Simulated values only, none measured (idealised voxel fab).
Herein follows the process module entitled voxel transistor to metal.
Pictured: cross-section cut, 265 nm wide, on a grid of 5 nm square cells.
Format of a cross-section: grid, square cells. Given as bands. Order: top down. Band: one or more rows of cells. Top, bottom (nm), then materials left to right with widths (nm); lone material tagged "edge to edge" fills the whole band edge to edge; "blank" = empty space. Measure heights from 0. That's the level where, below it, the as-received wafer is all one material. The lowest band is bottomless and extends downward; write it as in "0 -> down". It should be noted that a width expressed as "30..40" varies in equal increments from row to row of cells within the band, taking the value of the first number at the top row and that of the second number at the bottom row. You'll sometimes find "no modifications" written for a step, and that's the way of saying that nowhere in the cross-section did a cell change during that step. "Encapsulated voids" specifies each empty space that is not open to the top and that occupies no fewer than 8 cells, using the form width x height at distance, the distance measured from the left edge and all three quantities in nm. Step line, after settings: the simulator's comment on this step. "overlay nm", when on a step's line for a step with a mask, measures how far to the right of its planned place the mask lay; a negative measure means to the left.
[The process steps that were planned are listed below]
- 1: RECEIVE,material Si
- 2: CONFORMAL_DEP,material SiO2,thk nm 5
- 3: CONFORMAL_DEP,material SiN,thk nm 15
- 4: PATTERN,tone cover,mask id ACTIVE,material resist,width nm 100,pitch nm 125,thk nm 15,overlay nm 0
- 5: DIRECTIONAL_ETCH,etch materials SiN,depth nm 15
- 6: DIRECTIONAL_ETCH,etch materials SiO2,depth nm 5
- 7: DIRECTIONAL_ETCH,etch materials Si,depth nm 30
- 8: STRIP,etch materials resist
- 9: OXIDIZE,depth nm 5
- 10: FILL_DEP,material SiO2,thk nm 15
- 11: CMP,height nm 20
- 12: SELECTIVE_ETCH,etch materials SiO2,depth nm 5
- 13: STRIP,etch materials SiN
- 14: SELECTIVE_ETCH,etch materials SiO2,depth nm 5
- 15: OXIDIZE,depth nm 5
- 16: DIRECTIONAL_DEP,material polySi,thk nm 20
- 17: DIRECTIONAL_DEP,material SiCN,thk nm 10
- 18: DIRECTIONAL_DEP,material aC,thk nm 10
- 19: PATTERN,tone cover,mask id GATE,material resist,width nm 20,pitch nm 125,thk nm 30,overlay nm 0
- 20: DIRECTIONAL_ETCH,etch materials aC,depth nm 10
- 21: STRIP,etch materials resist
- 22: DIRECTIONAL_ETCH,etch materials SiCN,depth nm 20
- 23: DIRECTIONAL_ETCH,etch materials polySi,depth nm 30
- 24: STRIP,etch materials aC
- 25: CONFORMAL_DEP,material SiO2,thk nm 5
- 26: DIRECTIONAL_ETCH,etch materials SiO2,depth nm 5
- 27: CONFORMAL_DEP,material SiN,thk nm 10
- 28: DIRECTIONAL_ETCH,etch materials SiN,depth nm 10
- 29: DIRECTIONAL_ETCH,etch materials SiO2,depth nm 5
- 30: DIRECTIONAL_ETCH,etch materials Si,depth nm 5
- 31: EPI,material pSi,thk nm 10
- 32: FILL_DEP,material SiO2,thk nm 10
- 33: CMP,height nm 30
- 34: DIRECTIONAL_DEP,material SiO2,thk nm 10
- 35: PATTERN,tone open,mask id CONTACT,material resist,width nm 30,thk nm 20,overlay nm 0
- 36: DIRECTIONAL_ETCH,etch materials SiO2,depth nm 35
- 37: STRIP,etch materials resist
- 38: CONFORMAL_DEP,material TiN,thk nm 5
- 39: FILL_DEP,material W,thk nm 5
- 40: CMP,height nm 40
- 41: DIRECTIONAL_DEP,material TiN,thk nm 5
- 42: DIRECTIONAL_DEP,material W,thk nm 15
- 43: MASKED_ETCH,tone cover,mask id METAL_1,width nm 15,etch materials W,depth nm 15,overlay nm 0
- 44: MASKED_ETCH,tone cover,mask id METAL_1,width nm 15,etch materials TiN,depth nm 5,overlay nm 0
- 45: CONFORMAL_DEP,material SiCN,thk nm 5
- 46: FILL_DEP,material SiO2,thk nm 10
- 47: CMP,height nm 60
- 48: CONFORMAL_DEP,material SiCN,thk nm 5
- 49: DIRECTIONAL_DEP,material SiO2,thk nm 35
- 50: MASKED_ETCH,tone open,mask id METAL_2,width nm 15,pitch nm 125,etch materials SiO2,depth nm 20,overlay nm 0
- 51: PATTERN,tone open,mask id METAL_2_HOLES,material resist,width nm 15,pitch nm 125,thk nm 20,overlay nm 0
- 52: DIRECTIONAL_ETCH,etch materials SiO2,depth nm 15
- 53: DIRECTIONAL_ETCH,etch materials SiCN,depth nm 5
- 54: STRIP,etch materials resist
- 55: CONFORMAL_DEP,material TiN,thk nm 5
- 56: FILL_DEP,material Cu,thk nm 5
- 57: CMP,height nm 100
- 58: CONFORMAL_DEP,material SiN,thk nm 5
[Wafer at receipt (post step 1), cross-section]
- 0 -> down: Si edge to edge
- Encapsulated voids: none
[The first of the two wafers as seen in cross-section once the module was finished; processing followed the plan]
- 105 -> 100: SiN edge to edge
- 100 -> 65: SiO2: 25 / TiN: 5 / Cu: 5 / TiN: 5 / SiO2: 110 / TiN: 5 / Cu: 5 / TiN: 5 / SiO2: 100
- 65 -> 60: SiCN: 25 / TiN: 15 / SiCN: 110 / TiN: 15 / SiCN: 100
- 60 -> 45: SiO2: 20 / SiCN: 5 / W: 15 / SiCN: 5 / SiO2: 50 / SiCN: 5 / W: 15 / SiCN: 5 / SiO2: 25 / SiCN: 5 / W: 15 / SiCN: 5 / SiO2: 50 / SiCN: 5 / W: 15 / SiCN: 5 / SiO2: 20
- 45 -> 40: SiCN: 25 / TiN: 15 / SiCN: 60 / TiN: 15 / SiCN: 35 / TiN: 15 / SiCN: 60 / TiN: 15 / SiCN: 25
- 40 -> 30: SiO2: 25 / TiN: 5 / W: 20..10 / TiN: 5..15 / SiO2: 30 / TiN: 5..15 / W: 20..10 / TiN: 5 / SiO2: 35 / TiN: 5 / W: 20..10 / TiN: 5..15 / SiO2: 30 / TiN: 5..15 / W: 20..10 / TiN: 5 / SiO2: 25
- 30 -> 20: SiO2: 25 / TiN: 5 / W: 10 / TiN: 5 / SiN: 10 / SiO2: 5 / SiCN: 20 / SiO2: 5 / SiN: 10 / TiN: 5 / W: 10 / TiN: 5 / SiO2: 35 / TiN: 5 / W: 10 / TiN: 5 / SiN: 10 / SiO2: 5 / SiCN: 20 / SiO2: 5 / SiN: 10 / TiN: 5 / W: 10 / TiN: 5 / SiO2: 25
- 20 -> 10: SiO2: 25 / TiN: 5..10 / W: 10..5 / TiN: 5 / SiN: 10 / SiO2: 5 / polySi: 20 / SiO2: 5 / SiN: 10 / TiN: 5 / W: 10..5 / TiN: 5..10 / SiO2: 35 / TiN: 5..10 / W: 10..5 / TiN: 5 / SiN: 10 / SiO2: 5 / polySi: 20 / SiO2: 5 / SiN: 10 / TiN: 5 / W: 10..5 / TiN: 5..10 / SiO2: 25
- 10 -> 5: SiO2: 20 / SiN: 10 / TiN: 15 / SiN: 10 / SiO2: 5 / polySi: 20 / SiO2: 5 / SiN: 10 / TiN: 15 / SiN: 10 / SiO2: 25 / SiN: 10 / TiN: 15 / SiN: 10 / SiO2: 5 / polySi: 20 / SiO2: 5 / SiN: 10 / TiN: 15 / SiN: 10 / SiO2: 20
- 5 -> 0: SiO2: 20 / SiN: 10 / pSi: 15 / SiN: 10 / SiO2: 5 / polySi: 20 / SiO2: 5 / SiN: 10 / pSi: 15 / SiN: 10 / SiO2: 25 / SiN: 10 / pSi: 15 / SiN: 10 / SiO2: 5 / polySi: 20 / SiO2: 5 / SiN: 10 / pSi: 15 / SiN: 10 / SiO2: 20
- 0 -> -5: SiO2: 30 / pSi: 15 / SiO2: 50 / pSi: 15 / SiO2: 45 / pSi: 15 / SiO2: 50 / pSi: 15 / SiO2: 30
- -5 -> -10: SiO2: 25 / Si: 5 / pSi: 15 / Si: 50 / pSi: 15 / Si: 5 / SiO2: 35 / Si: 5 / pSi: 15 / Si: 50 / pSi: 15 / Si: 5 / SiO2: 25
- -10 -> -35: SiO2: 25 / Si: 90 / SiO2: 35 / Si: 90 / SiO2: 25
- -35 -> down: Si edge to edge
- Encapsulated voids: none
[Cross-section of the latter of the two wafers at module completion. It had an identical start and an identical plan to the former; in running it, one mistake was made]
- 105 -> 100: SiN edge to edge
- 100 -> 65: SiO2: 25 / TiN: 5 / Cu: 5 / TiN: 5 / SiO2: 110 / TiN: 5 / Cu: 5 / TiN: 5 / SiO2: 100
- 65 -> 60: SiCN: 25 / TiN: 15 / SiCN: 110 / TiN: 15 / SiCN: 100
- 60 -> 50: SiO2: 20 / SiCN: 5 / W: 15 / SiCN: 5 / SiO2: 50 / SiCN: 5 / W: 15 / SiCN: 5 / SiO2: 25 / SiCN: 5 / W: 15 / SiCN: 5 / SiO2: 50 / SiCN: 5 / W: 15 / SiCN: 5 / SiO2: 20
- 50 -> 45: SiO2: 15 / SiCN: 10 / W: 15 / SiCN: 5 / SiO2: 45 / SiCN: 10 / W: 15 / SiCN: 5 / SiO2: 20 / SiCN: 10 / W: 15 / SiCN: 5 / SiO2: 45 / SiCN: 10 / W: 15 / SiCN: 5 / SiO2: 20
- 45 -> 40: SiCN: 20 / TiN: 20 / SiCN: 55 / TiN: 20 / SiCN: 30 / TiN: 20 / SiCN: 55 / TiN: 20 / SiCN: 25
- 40 -> 30: SiO2: 25 / TiN: 5 / W: 20..10 / TiN: 5..15 / SiO2: 30 / TiN: 5..15 / W: 20..10 / TiN: 5 / SiO2: 35 / TiN: 5 / W: 20..10 / TiN: 5..15 / SiO2: 30 / TiN: 5..15 / W: 20..10 / TiN: 5 / SiO2: 25
- 30 -> 20: SiO2: 25 / TiN: 5 / W: 10 / TiN: 5 / SiN: 10 / SiO2: 5 / SiCN: 20 / SiO2: 5 / SiN: 10 / TiN: 5 / W: 10 / TiN: 5 / SiO2: 35 / TiN: 5 / W: 10 / TiN: 5 / SiN: 10 / SiO2: 5 / SiCN: 20 / SiO2: 5 / SiN: 10 / TiN: 5 / W: 10 / TiN: 5 / SiO2: 25
- 20 -> 10: SiO2: 25 / TiN: 5..10 / W: 10..5 / TiN: 5 / SiN: 10 / SiO2: 5 / polySi: 20 / SiO2: 5 / SiN: 10 / TiN: 5 / W: 10..5 / TiN: 5..10 / SiO2: 35 / TiN: 5..10 / W: 10..5 / TiN: 5 / SiN: 10 / SiO2: 5 / polySi: 20 / SiO2: 5 / SiN: 10 / TiN: 5 / W: 10..5 / TiN: 5..10 / SiO2: 25
- 10 -> 5: SiO2: 20 / SiN: 10 / TiN: 15 / SiN: 10 / SiO2: 5 / polySi: 20 / SiO2: 5 / SiN: 10 / TiN: 15 / SiN: 10 / SiO2: 25 / SiN: 10 / TiN: 15 / SiN: 10 / SiO2: 5 / polySi: 20 / SiO2: 5 / SiN: 10 / TiN: 15 / SiN: 10 / SiO2: 20
- 5 -> 0: SiO2: 20 / SiN: 10 / pSi: 15 / SiN: 10 / SiO2: 5 / polySi: 20 / SiO2: 5 / SiN: 10 / pSi: 15 / SiN: 10 / SiO2: 25 / SiN: 10 / pSi: 15 / SiN: 10 / SiO2: 5 / polySi: 20 / SiO2: 5 / SiN: 10 / pSi: 15 / SiN: 10 / SiO2: 20
- 0 -> -5: SiO2: 30 / pSi: 15 / SiO2: 50 / pSi: 15 / SiO2: 45 / pSi: 15 / SiO2: 50 / pSi: 15 / SiO2: 30
- -5 -> -10: SiO2: 25 / Si: 5 / pSi: 15 / Si: 50 / pSi: 15 / Si: 5 / SiO2: 35 / Si: 5 / pSi: 15 / Si: 50 / pSi: 15 / Si: 5 / SiO2: 25
- -10 -> -35: SiO2: 25 / Si: 90 / SiO2: 35 / Si: 90 / SiO2: 25
- -35 -> down: Si edge to edge
- Encapsulated voids: none
Diagnosis: rather than as planned, step 44 actually ran as MASKED_ETCH,tone cover,mask id METAL_1,width nm 15,etch materials TiN,depth nm 5,overlay nm -5
In the final state, the cell counts of the second wafer exceed or fall short of those of the first for the following materials: SiO2: 4 fewer | TiN: 4 more
